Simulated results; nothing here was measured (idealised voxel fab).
The process module that follows is named voxel gate over fins.
cross-section cut | 270 nm wide | cells 5 nm
Cross-section format: a grid of square cells, given as bands from top to bottom; each band is one or more rows of cells. The entry gives the band's vertical extent as a top height and a bottom height in nm, then its horizontal make-up as materials from left to right, each with a width in nm. "air" stands for empty space; a single material marked "full width" fills the band edge to edge. Note: height 0 marks the level under which the wafer is uniformly one material as received. Lowest band unbounded below, written "0..down". A two-number width, for instance "30..40", indicates that the width is equal to the first number in the top row of the band and to the second number in the bottom row, and that it changes by a constant amount per row of cells. No cell of the cross-section changed in a step that is given as "remained unchanged". What "Closed void entries" gives you is every empty space of 8 cells or more that is cut off from the top. Each appears as width x height at distance, with the distance taken from the left edge and width, height and distance all in nm. Formally, on a step line, whatever follows the settings is a remark that the simulator itself makes on the step. overlay nm: on a step with a mask, how far right of its planned place the mask lay; negative means left.

# So here's the lineup of process steps we planned
1. RECEIVE, material Si
2. CONFORMAL_DEP, material SiN, thk nm 5
3. PATTERN, tone cover, mask id FINS, material resist, width nm 15, pitch nm 40, thk nm 15, overlay nm 0
4. DIRECTIONAL_ETCH, etch materials SiN, depth nm 5
5. DIRECTIONAL_ETCH, etch materials Si, depth nm 35
6. STRIP, etch materials resist
7. OXIDIZE, depth nm 5
8. FILL_DEP, material SiO2, thk nm 15
9. CMP, height nm 5
10. SELECTIVE_ETCH, etch materials SiO2, depth nm 15
11. STRIP, etch materials SiN
12. CONFORMAL_DEP, material HfO2, thk nm 5
13. CONFORMAL_DEP, material TiN, thk nm 5
14. CONFORMAL_DEP, material TiAl, thk nm 5
15. CONFORMAL_DEP, material TiN, thk nm 5
16. FILL_DEP, material W, thk nm 15
17. CMP, height nm 30
18. CONFORMAL_DEP, material SiN, thk nm 10

# The cross-section here shows the wafer as received, i.e. in its state after step 1
> 0..down  Si full width
> Closed void entries: none

# Cross-sectional view of the first of the two wafers upon completion of the module, processed in accordance with the plan
> 40..30  SiN full width
> 30..20  W full width
> 20..15  70 nm W  125 nm TiN  75 nm W
> 15..10  70 nm W  5 nm TiN  35 nm TiAl  5 nm TiN  35 nm TiAl  5 nm TiN  35 nm TiAl  5 nm TiN  75 nm W
> 10..5  75 nm TiN  5 nm TiAl  25 nm TiN  5 nm TiAl  5 nm TiN  5 nm TiAl  25 nm TiN  5 nm TiAl  5 nm TiN  5 nm TiAl  25 nm TiN  5 nm TiAl  80 nm TiN
> 5..0  80 nm TiAl  5 nm TiN  15 nm HfO2  5 nm TiN  15 nm TiAl  5 nm TiN  15 nm HfO2  5 nm TiN  15 nm TiAl  5 nm TiN  15 nm HfO2  5 nm TiN  85 nm TiAl
> 0..-5  85 nm TiN  5 nm HfO2  5 nm Si  5 nm HfO2  25 nm TiN  5 nm HfO2  5 nm Si  5 nm HfO2  25 nm TiN  5 nm HfO2  5 nm Si  5 nm HfO2  90 nm TiN
> -5..-10  90 nm HfO2  5 nm Si  35 nm HfO2  5 nm Si  35 nm HfO2  5 nm Si  95 nm HfO2
> -10..-40  90 nm SiO2  5 nm Si  35 nm SiO2  5 nm Si  35 nm SiO2  5 nm Si  95 nm SiO2
> -40..down  Si full width
> Closed void entries: none

# Second wafer cross-section at end of module - shared start and plan with the first, one mistake in the run
> 40..30  SiN full width
> 30..20  W full width
> 20..15  70 nm W  130 nm TiN  70 nm W
> 15..10  70 nm W  5 nm TiN  120 nm TiAl  5 nm TiN  70 nm W
> 10..5  75 nm TiN  5 nm TiAl  30 nm TiN  10 nm TiAl  30 nm TiN  10 nm TiAl  30 nm TiN  5 nm TiAl  75 nm TiN
> 5..0  80 nm TiAl  5 nm TiN  20 nm HfO2  5 nm TiN  10 nm TiAl  5 nm TiN  20 nm HfO2  5 nm TiN  10 nm TiAl  5 nm TiN  20 nm HfO2  5 nm TiN  80 nm TiAl
> 0..-5  85 nm TiN  5 nm HfO2  10 nm Si  5 nm HfO2  20 nm TiN  5 nm HfO2  10 nm Si  5 nm HfO2  20 nm TiN  5 nm HfO2  10 nm Si  5 nm HfO2  85 nm TiN
> -5..-10  90 nm HfO2  10 nm Si  30 nm HfO2  10 nm Si  30 nm HfO2  10 nm Si  90 nm HfO2
> -10..-40  90 nm SiO2  10 nm Si  30 nm SiO2  10 nm Si  30 nm SiO2  10 nm Si  90 nm SiO2
> -40..down  Si full width
> Closed void entries: none
The plan and the run diverged here: step 3 ran as: PATTERN, tone cover, mask id FINS, material resist, width nm 20, pitch nm 40, thk nm 15, overlay nm 0
Cell-count delta at end, second wafer over first, by material: Si: 24 more, SiO2: 18 fewer, TiN: 4 fewer, W: 2 fewer
